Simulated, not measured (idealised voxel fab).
This section sets out a process module, namely voxel capacitor over wiring.
This is section cut - it's 240 nm across, gridded in 5 nm square cells.
Format of a cross-section: grid, square cells. Given as bands. Order: top down. Band: one or more rows of cells.
Heights first: top, then bottom, in nm. Then materials, left to right, each with a width in nm. "throughout" on a single material: fills the band edge to edge. "empty": empty space.
The level at which height equals 0 is the one under which the wafer, as it arrives, is entirely one material. No lower edge exists for the bottom band, which continues downward and is notated as in "0 nm and below".
A two-number width, for instance "30..40", indicates that the width is equal to the first number in the top row of the band and to the second number in the bottom row, and that it changes by a constant amount per row of cells.
For the purposes of this document, the phrase "no modifications" attached to a step denotes that no cell within the cross-section was modified by that step.
"Trapped voids" enumerates empty spaces isolated from the top, with no open way to it, that contain at least 8 cells, giving each as width x height at distance from the left edge, all three in nm.
Past the settings on a step's line: simulator remark, on that step.
overlay nm: where the mask lay relative to plan, measured to the right, on steps with a mask; negatives go left.

These are the steps we planned for the process
1 RECEIVE with material Si
2 CONFORMAL_DEP with material SiO2, thk nm 10
3 CONFORMAL_DEP with material SiCN, thk nm 5
4 DIRECTIONAL_DEP with material lowk, thk nm 20
5 DIRECTIONAL_DEP with material aC, thk nm 10
6 PATTERN with tone open, mask id METAL_1, material resist, width nm 30, pitch nm 80, thk nm 30, overlay nm 0
7 DIRECTIONAL_ETCH with etch materials aC, depth nm 10
8 STRIP with etch materials resist
9 DIRECTIONAL_ETCH with etch materials lowk, depth nm 20
10 DIRECTIONAL_ETCH with etch materials SiCN, depth nm 5
11 STRIP with etch materials aC
12 CONFORMAL_DEP with material TiN, thk nm 5
13 FILL_DEP with material Cu, thk nm 5
14 CMP with height nm 35
15 EPI with material Ru, thk nm 5
16 FILL_DEP with material SiCN, thk nm 5
17 DIRECTIONAL_DEP with material SiO2, thk nm 20
18 DIRECTIONAL_DEP with material aC, thk nm 15
19 PATTERN with tone open, mask id PLUG_1, material resist, width nm 15, thk nm 35, overlay nm 0
20 DIRECTIONAL_ETCH with etch materials aC, depth nm 15
21 STRIP with etch materials resist
22 DIRECTIONAL_ETCH with etch materials SiO2, depth nm 20
23 DIRECTIONAL_ETCH with etch materials SiCN, depth nm 5
24 STRIP with etch materials aC
25 EPI with material Ru, thk nm 10
26 EPI with material Ru, thk nm 10
27 EPI with material Ru, thk nm 5
28 DIRECTIONAL_DEP with material TiN, thk nm 5
29 DIRECTIONAL_DEP with material SiN, thk nm 5
30 DIRECTIONAL_DEP with material TiN, thk nm 10
31 DIRECTIONAL_DEP with material aC, thk nm 15
32 PATTERN with tone cover, mask id UPPER_PLATE, material resist, width nm 55, thk nm 35, overlay nm 0
33 DIRECTIONAL_ETCH with etch materials aC, depth nm 15
34 STRIP with etch materials resist
35 DIRECTIONAL_ETCH with etch materials TiN, depth nm 10
36 DIRECTIONAL_ETCH with etch materials SiN, depth nm 5
37 STRIP with etch materials aC
38 MASKED_ETCH with tone cover, mask id LOWER_PLATE, width nm 65, etch materials TiN, depth nm 5, overlay nm 0
39 FILL_DEP with material SiO2, thk nm 15
40 CMP with height nm 95
41 MASKED_ETCH with tone open, mask id PLUG_2, width nm 15, etch materials SiO2, depth nm 10, overlay nm 0
42 CONFORMAL_DEP with material TiN, thk nm 5
43 FILL_DEP with material Ru, thk nm 5
44 CMP with height nm 95
45 CONFORMAL_DEP with material SiN, thk nm 5

Wafer as received: cross-section following step 1
0 nm and below = Si throughout
Trapped voids: none

A wafer at the end: this start, this plan, one mistake
100 nm to 95 nm = SiN throughout
95 nm to 90 nm = SiO2 90 nm; TiN 5 nm; Ru 5 nm; TiN 5 nm; SiO2 135 nm
90 nm to 85 nm = SiO2 90 nm; TiN 15 nm; SiO2 135 nm
85 nm to 75 nm = SiO2 80 nm; TiN 55 nm; SiO2 105 nm
75 nm to 70 nm = SiO2 80 nm; SiN 55 nm; SiO2 105 nm
70 nm to 65 nm = SiO2 75 nm; TiN 65 nm; SiO2 100 nm
65 nm to 45 nm = SiO2 80 nm; Ru 15 nm; SiO2 145 nm
45 nm to 40 nm = SiCN 80 nm; Ru 15 nm; SiCN 145 nm
40 nm to 35 nm = SiCN 55 nm; Ru 40 nm; SiCN 40 nm; Ru 40 nm; SiCN 65 nm
35 nm to 15 nm = lowk 60 nm; TiN 5 nm; Cu 20 nm; TiN 5 nm; lowk 50 nm; TiN 5 nm; Cu 20 nm; TiN 5 nm; lowk 70 nm
15 nm to 10 nm = SiCN 60 nm; TiN 30 nm; SiCN 50 nm; TiN 30 nm; SiCN 70 nm
10 nm to 0 nm = SiO2 throughout
0 nm and below = Si throughout
Trapped voids: none
In executing the process, a mistake was made relative to the plan: step 6 was not run as planned; what actually ran was PATTERN with tone open, mask id METAL_1, material resist, width nm 30, pitch nm 80, thk nm 30, overlay nm -5
